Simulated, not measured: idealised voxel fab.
Process module under the name voxel released beams
This is section cut - it's 160 nm across, gridded in 5 nm square cells.
How to read a cross-section here: the picture is a grid of square cells, written as bands going from the top down, and any band can span one or more rows of cells. Top height, bottom height, nm. Materials left to right, width each, nm. Single material + "edge to edge" = fills band edge to edge. "empty" = empty. Height datum 0, below which the as-received substrate wafer is one material. Lowest band open at the bottom, running downward: "z 0 and below". Quick explanation for "30..40": the width changes in equal steps down the rows of cells, from the first number in the band's top row to the second number in its bottom row. Where the words "stayed the same" appear for a step, the cross-section shows no cell changed by that step; every cell remained as before. The entry titled "Unvented voids" provides the empty spaces that have no open way to the top, restricted to those of 8 cells or more. Each is presented as width x height at distance, the distance being measured from the left edge, with all three in nm. It should be noted that, on the line of a given step, the content following the step's settings is a remark produced by the simulator itself with respect to that step. The setting "overlay nm" may be written on the line of a step. When the step uses a mask, the value reports how far to the right of the planned place the mask lay, and a negative value reports that it lay to the left.
Below is the list of planned process steps
1. op RECEIVE | material Si
2. op CONFORMAL_DEP | material Al2O3 | thk nm 5
3. op DIRECTIONAL_DEP | material SiO2 | thk nm 20
4. op DIRECTIONAL_DEP | material aC | thk nm 10
5. op PATTERN | tone open | mask id ANCHOR | material resist | width nm 25 | thk nm 25 | overlay nm 0
6. op DIRECTIONAL_ETCH | etch materials aC | depth nm 10
7. op STRIP | etch materials resist
8. op DIRECTIONAL_ETCH | etch materials SiO2 | depth nm 20
9. op STRIP | etch materials aC
10. op CONFORMAL_DEP | material polySi | thk nm 10
11. op PATTERN | tone cover | mask id BEAM | material resist | width nm 90 | thk nm 15 | overlay nm 0
12. op DIRECTIONAL_ETCH | etch materials polySi | depth nm 10
13. op STRIP | etch materials resist
14. op STRIP | etch materials SiO2
Here's what the wafer looked like in cross-section when it arrived - that's after step 1
> z 0 and below  Si edge to edge
> Unvented voids: none
Wafer cross-section at module end: first of two, run to plan
> z 35 to 25  30 empty, then 15 polySi, then 5 empty, then 70 polySi, then 40 empty
> z 25 to 15  35 empty, then 10 polySi, then 5 empty, then 10 polySi, then 100 empty
> z 15 to 5  35 empty, then 25 polySi, then 100 empty
> z 5 to 0  Al2O3 edge to edge
> z 0 and below  Si edge to edge
> Unvented voids: none
Wafer two cross-section, module end. Start and plan unchanged from wafer one; one mistake made during the run
> z 35 to 25  30 empty, then 40 polySi, then 90 empty
> z 25 to 15  25 empty, then 10 polySi, then 25 SiO2, then 10 polySi, then 90 empty
> z 15 to 5  25 empty, then 10 polySi, then 25 SiO2, then 60 polySi, then 40 empty
> z 5 to 0  Al2O3 edge to edge
> z 0 and below  Si edge to edge
> Unvented voids: none
Diagnosis: heads up, step 5 didn't go per plan, it actually ran as op PATTERN | tone cover | mask id ANCHOR | material resist | width nm 25 | thk nm 25 | overlay nm 0
Bottom line after processing is that, in cells, the second wafer is up or down on some materials versus the first: SiO2: 20 more
